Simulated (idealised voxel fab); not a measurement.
The following is a process module called voxel wiring stack.
The cross-section shown here is cut; it is 225 nm wide and divided into square cells measuring 5 nm on a side.
Notation: cross-section as square-cell grid; stated in bands, top first, going down; one or more cell rows per band.
Heads up on the band format: heights come first, top then bottom, in nm. After that it's the materials left to right, each with its width in nm. A single material flagged "throughout" fills the whole band edge to edge, and "blank" means there's empty space there.
It should be noted that heights are counted from 0, beneath which the wafer as supplied is of one material throughout, and that the lowest band possesses no lower boundary but continues downward, as written in "0 and below".
So if you see something like "30..40" for the width, read it as the top row of the band sitting at the first number and the bottom row at the second, with every row in between moving by the same amount as the last.
No cell of the cross-section changed in a step that is given as "same as before".
The list in "Closed empty spaces" covers empty spaces of 8 cells or more that cannot reach the top through any open way, and it gives each as width x height at distance; the distance is from the left edge, and width, height and distance are in nm.
Where a step's line continues beyond its settings, the continuation is a remark by the simulator itself on that step.
Steps that use a mask can have "overlay nm" on their line. It says how far the mask sat to the right of where it was meant to be. Negative means to the left.

Steps planned for the process
1: op RECEIVE | material Si
2: op CONFORMAL_DEP | material SiO2 | thk nm 15
3: op DIRECTIONAL_DEP | material TiN | thk nm 5
4: op DIRECTIONAL_DEP | material Ru | thk nm 25
5: op PATTERN | tone cover | mask id METAL_1 | material resist | width nm 25 | pitch nm 40 | thk nm 20 | overlay nm 0
6: op DIRECTIONAL_ETCH | etch materials Ru | depth nm 25
7: op DIRECTIONAL_ETCH | etch materials TiN | depth nm 5
8: op STRIP | etch materials resist
9: op FILL_DEP | material SiO2 | thk nm 5
10: op CMP | height nm 45
11: op CONFORMAL_DEP | material SiCN | thk nm 5
12: op DIRECTIONAL_DEP | material SiO2 | thk nm 30
13: op PATTERN | tone open | mask id METAL_2_HOLES | material resist | width nm 15 | pitch nm 40 | thk nm 15 | overlay nm 0
14: op DIRECTIONAL_ETCH | etch materials SiO2 | depth nm 30
15: op STRIP | etch materials resist
16: op DIRECTIONAL_DEP | material aC | thk nm 15
17: op PATTERN | tone open | mask id METAL_2 | material resist | width nm 25 | pitch nm 40 | thk nm 35 | overlay nm 0
18: op DIRECTIONAL_ETCH | etch materials aC | depth nm 15
19: op STRIP | etch materials resist
20: op DIRECTIONAL_ETCH | etch materials SiO2 | depth nm 20
21: op DIRECTIONAL_ETCH | etch materials SiCN | depth nm 5
22: op STRIP | etch materials aC
23: op CONFORMAL_DEP | material TiN | thk nm 5
24: op FILL_DEP | material Ru | thk nm 10
25: op CMP | height nm 80
26: op CONFORMAL_DEP | material SiCN | thk nm 5
27: op DIRECTIONAL_DEP | material SiO2 | thk nm 35
28: op MASKED_ETCH | tone open | mask id METAL_3_HOLES | width nm 15 | etch materials SiO2 | depth nm 35 | overlay nm 0
29: op DIRECTIONAL_DEP | material aC | thk nm 10
30: op PATTERN | tone open | mask id METAL_3 | material resist | width nm 25 | pitch nm 40 | thk nm 25 | overlay nm 0
31: op DIRECTIONAL_ETCH | etch materials aC | depth nm 10
32: op STRIP | etch materials resist
33: op DIRECTIONAL_ETCH | etch materials SiO2 | depth nm 20
34: op DIRECTIONAL_ETCH | etch materials SiCN | depth nm 5
35: op STRIP | etch materials aC
36: op CONFORMAL_DEP | material TiN | thk nm 5
37: op FILL_DEP | material Cu | thk nm 10
38: op CMP | height nm 120
39: op CONFORMAL_DEP | material SiCN | thk nm 5
40: op DIRECTIONAL_DEP | material SiO2 | thk nm 25
41: op PATTERN | tone open | mask id METAL_4_HOLES | material resist | width nm 15 | thk nm 15 | overlay nm 0
42: op DIRECTIONAL_ETCH | etch materials SiO2 | depth nm 25
43: op STRIP | etch materials resist
44: op MASKED_ETCH | tone open | mask id METAL_4 | width nm 25 | pitch nm 40 | etch materials SiO2 | depth nm 15 | overlay nm 0
45: op MASKED_ETCH | tone open | mask id METAL_4 | width nm 25 | pitch nm 40 | etch materials SiCN | depth nm 5 | overlay nm 0
46: op CONFORMAL_DEP | material TiN | thk nm 5
47: op FILL_DEP | material Ru | thk nm 10
48: op CMP | height nm 150
49: op CONFORMAL_DEP | material SiN | thk nm 5

So this is the incoming wafer in cross-section - it's already been through step 1
> 0 and below  Si throughout
> Closed empty spaces: none

Cross-section, end of module. Start: as above. Plan: as above. Execution: one mistake
> 165 down to 160  SiN throughout
> 160 down to 155  Ru throughout
> 155 down to 150  TiN 85 nm  Ru 15 nm  TiN 25 nm  Ru 15 nm  TiN 85 nm
> 150 down to 140  SiO2 80 nm  TiN 5 nm  Ru 15 nm  TiN 5 nm  SiO2 15 nm  TiN 5 nm  Ru 15 nm  TiN 5 nm  SiO2 80 nm
> 140 down to 135  SiO2 80 nm  TiN 5 nm  Ru 5 nm  TiN 15 nm  SiO2 15 nm  TiN 25 nm  SiO2 80 nm
> 135 down to 125  SiO2 80 nm  TiN 5 nm  Ru 5 nm  TiN 5 nm  SiO2 130 nm
> 125 down to 120  SiCN 80 nm  TiN 15 nm  SiCN 130 nm
> 120 down to 105  SiO2 80 nm  TiN 5 nm  Cu 15 nm  TiN 5 nm  SiO2 15 nm  TiN 5 nm  Cu 15 nm  TiN 5 nm  SiO2 80 nm
> 105 down to 100  SiO2 80 nm  TiN 5 nm  Cu 5 nm  TiN 15 nm  SiO2 15 nm  TiN 25 nm  SiO2 80 nm
> 100 down to 85  SiO2 80 nm  TiN 5 nm  Cu 5 nm  TiN 5 nm  SiO2 130 nm
> 85 down to 80  SiCN 80 nm  TiN 15 nm  SiCN 130 nm
> 80 down to 65  SiO2 80 nm  TiN 5 nm  Ru 15 nm  TiN 5 nm  SiO2 15 nm  TiN 5 nm  Ru 15 nm  TiN 5 nm  SiO2 80 nm
> 65 down to 60  SiO2 80 nm  TiN 5 nm  Ru 5 nm  TiN 15 nm  SiO2 15 nm  TiN 5 nm  Ru 5 nm  TiN 15 nm  SiO2 80 nm
> 60 down to 50  SiO2 80 nm  TiN 5 nm  Ru 5 nm  TiN 5 nm  SiO2 25 nm  TiN 5 nm  Ru 5 nm  TiN 5 nm  SiO2 90 nm
> 50 down to 45  SiCN 80 nm  TiN 15 nm  SiCN 25 nm  TiN 15 nm  SiCN 90 nm
> 45 down to 20  SiO2 80 nm  Ru 25 nm  SiO2 15 nm  Ru 25 nm  SiO2 80 nm
> 20 down to 15  SiO2 80 nm  TiN 25 nm  SiO2 15 nm  TiN 25 nm  SiO2 80 nm
> 15 down to 0  SiO2 throughout
> 0 and below  Si throughout
> Closed empty spaces: none
What was the processing mistake? not per plan at step 48, really ran op CMP | height nm 160
